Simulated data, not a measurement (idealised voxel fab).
process module | voxel wiring stack
cross-section cut | 195 nm wide | cells 5 nm
A cross-section is a grid of square cells, given in bands from the top down. A band is one or more rows of cells.
Each band's line starts with the height of the band's top and of its bottom, in nm. Then come its materials from left to right, each with its width in nm. One material with "throughout" fills the band from edge to edge. "air" is empty space.
Height 0 is the level under which the wafer as received is all one material. The lowest band goes on downwards, as in "0 down".
A width such as "30 to 40" changes by the same amount from each row of cells to the next, from the band's top row to its bottom row.
"no change" after a step means that no cell of the cross-section changed.
closed voids: empty space of 8 cells or more with no open way to the top, each as width x height at its distance from the left edge, in nm
after a step's settings: what the simulator itself notes on the step
overlay nm, on a step with a mask: how far to the right of its planned place the mask lay; to the left if negative
plan
1 op RECEIVE | material Si
2 op CONFORMAL_DEP | material SiO2 | thk nm 15
3 op DIRECTIONAL_DEP | material TiN | thk nm 5
4 op DIRECTIONAL_DEP | material Ru | thk nm 25
5 op PATTERN | tone cover | mask id METAL_1 | material resist | width nm 30 | pitch nm 45 | thk nm 20 | overlay nm 0
6 op DIRECTIONAL_ETCH | etch materials Ru | depth nm 25
7 op DIRECTIONAL_ETCH | etch materials TiN | depth nm 5
8 op STRIP | etch materials resist
9 op CONFORMAL_DEP | material SiN | thk nm 5
10 op FILL_DEP | material lowk | thk nm 10
11 op CMP | height nm 45
12 op CONFORMAL_DEP | material SiCN | thk nm 5
13 op DIRECTIONAL_DEP | material lowk | thk nm 15
14 op PATTERN | tone open | mask id PLUG_1 | material resist | width nm 15 | pitch nm 90 | thk nm 15 | overlay nm 0
15 op DIRECTIONAL_ETCH | etch materials lowk | depth nm 15
16 op DIRECTIONAL_ETCH | etch materials SiCN | depth nm 5
17 op STRIP | etch materials resist
18 op CONFORMAL_DEP | material TiN | thk nm 5
19 op FILL_DEP | material Cu | thk nm 10
20 op CMP | height nm 65
21 op CONFORMAL_DEP | material SiCN | thk nm 5
22 op DIRECTIONAL_DEP | material SiO2 | thk nm 15
23 op MASKED_ETCH | tone open | mask id METAL_2 | width nm 30 | pitch nm 45 | etch materials SiO2 | depth nm 15 | overlay nm 0
24 op MASKED_ETCH | tone open | mask id METAL_2 | width nm 30 | pitch nm 45 | etch materials SiCN | depth nm 5 | overlay nm 0
25 op CONFORMAL_DEP | material TiN | thk nm 5
26 op FILL_DEP | material W | thk nm 5
27 op CMP | height nm 85
28 op CONFORMAL_DEP | material SiCN | thk nm 5
29 op DIRECTIONAL_DEP | material lowk | thk nm 35
30 op PATTERN | tone open | mask id METAL_3 | material resist | width nm 30 | pitch nm 45 | thk nm 15 | overlay nm 0
31 op DIRECTIONAL_ETCH | etch materials lowk | depth nm 20
32 op STRIP | etch materials resist
33 op PATTERN | tone open | mask id METAL_3_HOLES | material resist | width nm 15 | pitch nm 90 | thk nm 20 | overlay nm 0
34 op DIRECTIONAL_ETCH | etch materials lowk | depth nm 15
35 op DIRECTIONAL_ETCH | etch materials SiCN | depth nm 5
36 op STRIP | etch materials resist
37 op CONFORMAL_DEP | material TiN | thk nm 5
38 op FILL_DEP | material Cu | thk nm 10
39 op CMP | height nm 125
40 op CONFORMAL_DEP | material SiCN | thk nm 5
as received, after step 1
  0 down: Si throughout
  closed voids: none
a wafer at the end: this start, this plan, one mistake
  130 to 125: SiCN throughout
  125 to 110: lowk 35 | TiN 5 | Cu 20 | TiN 5 | lowk 15 | TiN 5 | Cu 20 | TiN 5 | lowk 15 | TiN 5 | Cu 20 | TiN 5 | lowk 40
  110 to 105: lowk 35 | TiN 5 | Cu 5 | TiN 20 | lowk 15 | TiN 30 | lowk 15 | TiN 5 | Cu 5 | TiN 20 | lowk 40
  105 to 90: lowk 35 | TiN 5 | Cu 5 | TiN 5 | lowk 75 | TiN 5 | Cu 5 | TiN 5 | lowk 55
  90 to 85: SiCN 35 | TiN 15 | SiCN 75 | TiN 15 | SiCN 55
  85 to 75: SiO2 35 | TiN 5 | W 20 | TiN 5 | SiO2 15 | TiN 5 | W 20 | TiN 5 | SiO2 15 | TiN 5 | W 20 | TiN 5 | SiO2 40
  75 to 70: SiO2 35 | TiN 10 | W 10 | TiN 10 | SiO2 15 | TiN 10 | W 10 | TiN 10 | SiO2 15 | TiN 10 | W 10 | TiN 10 | SiO2 40
  70 to 65: SiCN 40 | TiN 20 | SiCN 25 | TiN 20 | SiCN 25 | TiN 20 | SiCN 45
  65 to 50: lowk 35 | TiN 5 | Cu 5 | TiN 5 | lowk 75 | TiN 5 | Cu 5 | TiN 5 | lowk 55
  50 to 45: SiCN 35 | TiN 15 | SiCN 75 | TiN 15 | SiCN 55
  45 to 20: lowk 30 | SiN 5 | Ru 30 | SiN 5 | lowk 5 | SiN 5 | Ru 30 | SiN 5 | lowk 5 | SiN 5 | Ru 30 | SiN 5 | lowk 35
  20 to 15: SiN 35 | TiN 30 | SiN 15 | TiN 30 | SiN 15 | TiN 30 | SiN 40
  15 to 0: SiO2 throughout
  0 down: Si throughout
  closed voids: none
what went wrong: step 24 ran as: op MASKED_ETCH | tone open | mask id METAL_2 | width nm 20 | pitch nm 45 | etch materials SiCN | depth nm 5 | overlay nm 0
